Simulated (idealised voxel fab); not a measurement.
Proc. module: voxel transistor to metal
Displayed cross-section: cut, width of 170 nm, square cells sized 5 nm.
Cross-section layout: square cells on a grid; listed as bands, top to bottom; a band spans one or more cell rows.
What a band's entry tells you: where the top is and where the bottom is, as heights in nm, and after that what lies inside, material by material from left to right, each with its width in nm. Empty space is written as the word "empty", and a single material marked with the word "everywhere" occupies the band from edge to edge.
The level at which height equals 0 is the one under which the wafer, as it arrives, is entirely one material. No lower edge exists for the bottom band, which continues downward and is notated as in "0 nm and below".
Graded width ("30->40"): value in top row of band = first number; value in bottom row = second number; row-to-row change constant.
Take "identical to before" at face value: in the step it is given for, the cross-section changed in none of its cells.
"Closed internal cavities" lists enclosed empty spaces (at least 8 cells, no open path upward to the top), each as width x height at distance from the left edge, in nm.
Note: text after step settings on the step line = simulator remark on that step.
overlay nm: for a step with a mask, the amount by which the mask lay right of where it was planned; a negative amount means left of it.

## The steps planned for the process are as follows
1 RECEIVE, material Si
2 OXIDIZE, depth nm 5
3 CONFORMAL_DEP, material SiN, thk nm 10
4 PATTERN, tone cover, mask id ACTIVE, material resist, width nm 95, thk nm 20, overlay nm 0
5 DIRECTIONAL_ETCH, etch materials SiN, depth nm 10
6 DIRECTIONAL_ETCH, etch materials SiO2, depth nm 5
7 DIRECTIONAL_ETCH, etch materials Si, depth nm 35
8 STRIP, etch materials resist
9 OXIDIZE, depth nm 5
10 FILL_DEP, material SiO2, thk nm 15
11 CMP, height nm 10
12 SELECTIVE_ETCH, etch materials SiO2, depth nm 10
13 STRIP, etch materials SiN
14 SELECTIVE_ETCH, etch materials SiO2, depth nm 5
15 OXIDIZE, depth nm 5
16 DIRECTIONAL_DEP, material polySi, thk nm 25
17 DIRECTIONAL_DEP, material SiCN, thk nm 10
18 MASKED_ETCH, tone cover, mask id GATE, width nm 25, etch materials SiCN, depth nm 20, overlay nm 0
19 MASKED_ETCH, tone cover, mask id GATE, width nm 25, etch materials polySi, depth nm 35, overlay nm 0
20 CONFORMAL_DEP, material SiO2, thk nm 5
21 DIRECTIONAL_ETCH, etch materials SiO2, depth nm 5
22 CONFORMAL_DEP, material SiN, thk nm 10
23 DIRECTIONAL_ETCH, etch materials SiN, depth nm 10
24 DIRECTIONAL_ETCH, etch materials SiO2, depth nm 5
25 EPI, material pSi, thk nm 5
26 FILL_DEP, material SiO2, thk nm 10
27 CMP, height nm 20
28 STRIP, etch materials polySi
29 SELECTIVE_ETCH, etch materials SiO2, depth nm 5
30 CONFORMAL_DEP, material HfO2, thk nm 5
31 CONFORMAL_DEP, material TiN, thk nm 5
32 FILL_DEP, material W, thk nm 10
33 CMP, height nm 15
34 DIRECTIONAL_DEP, material SiO2, thk nm 15
35 MASKED_ETCH, tone open, mask id CONTACT, width nm 15, pitch nm 70, etch materials SiO2, depth nm 35, overlay nm 0
36 CONFORMAL_DEP, material TiN, thk nm 5
37 FILL_DEP, material W, thk nm 10
38 CMP, height nm 30
39 CONFORMAL_DEP, material SiN, thk nm 5
40 DIRECTIONAL_DEP, material lowk, thk nm 20
41 MASKED_ETCH, tone open, mask id METAL_1, width nm 15, pitch nm 70, etch materials lowk, depth nm 20, overlay nm 0
42 MASKED_ETCH, tone open, mask id METAL_1, width nm 15, pitch nm 70, etch materials SiN, depth nm 5, overlay nm 0
43 CONFORMAL_DEP, material TiN, thk nm 5
44 FILL_DEP, material W, thk nm 5
45 CMP, height nm 55
46 EPI, material Ru, thk nm 5
47 FILL_DEP, material SiCN, thk nm 5

## Cross-section, incoming material, after step 1
* 0 nm and below | Si everywhere
* Closed internal cavities: none

## Starting wafer: above. Plan: above. Run: one mistake. Cross-section after the module: below
* 65 nm to 60 nm | SiCN everywhere
* 60 nm to 55 nm | 35 of SiCN; 25 of Ru; 45 of SiCN; 25 of Ru; 40 of SiCN
* 55 nm to 35 nm | 40 of lowk; 5 of TiN; 5 of W; 5 of TiN; 55 of lowk; 5 of TiN; 5 of W; 5 of TiN; 45 of lowk
* 35 nm to 30 nm | 40 of SiN; 15 of TiN; 55 of SiN; 15 of TiN; 45 of SiN
* 30 nm to 15 nm | 40 of SiO2; 5 of TiN; 5 of W; 5 of TiN; 55 of SiO2; 5 of TiN; 5 of W; 5 of TiN; 45 of SiO2
* 15 nm to 10 nm | 40 of SiO2; 15 of TiN; 10 of SiN; 5 of HfO2; 5 of TiN; 15 of W; 5 of TiN; 5 of HfO2; 10 of SiN; 15 of TiN; 45 of SiO2
* 10 nm to 0 nm | 35 of SiCN; 5 of SiO2; 10 of SiN; 5 of TiN; 10 of SiN; 5 of HfO2; 5 of TiN; 15 of W; 5 of TiN; 5 of HfO2; 10 of SiN; 5 of TiN; 10 of SiN; 5 of SiO2; 40 of SiCN
* 0 nm to -5 nm | 35 of SiCN; 5 of SiO2; 10 of SiN; 5 of TiN; 10 of SiN; 5 of HfO2; 25 of TiN; 5 of HfO2; 10 of SiN; 5 of TiN; 10 of SiN; 5 of SiO2; 40 of SiCN
* -5 nm to -10 nm | 35 of SiCN; 15 of SiO2; 5 of pSi; 10 of SiO2; 35 of HfO2; 10 of SiO2; 5 of pSi; 15 of SiO2; 40 of SiCN
* -10 nm to -40 nm | 35 of SiCN; 5 of SiO2; 85 of Si; 5 of SiO2; 40 of SiCN
* -40 nm to -45 nm | 40 of SiO2; 85 of Si; 45 of SiO2
* -45 nm and below | Si everywhere
* Closed internal cavities: none
What was the processing mistake? not per plan at step 10, really ran FILL_DEP, material SiCN, thk nm 15
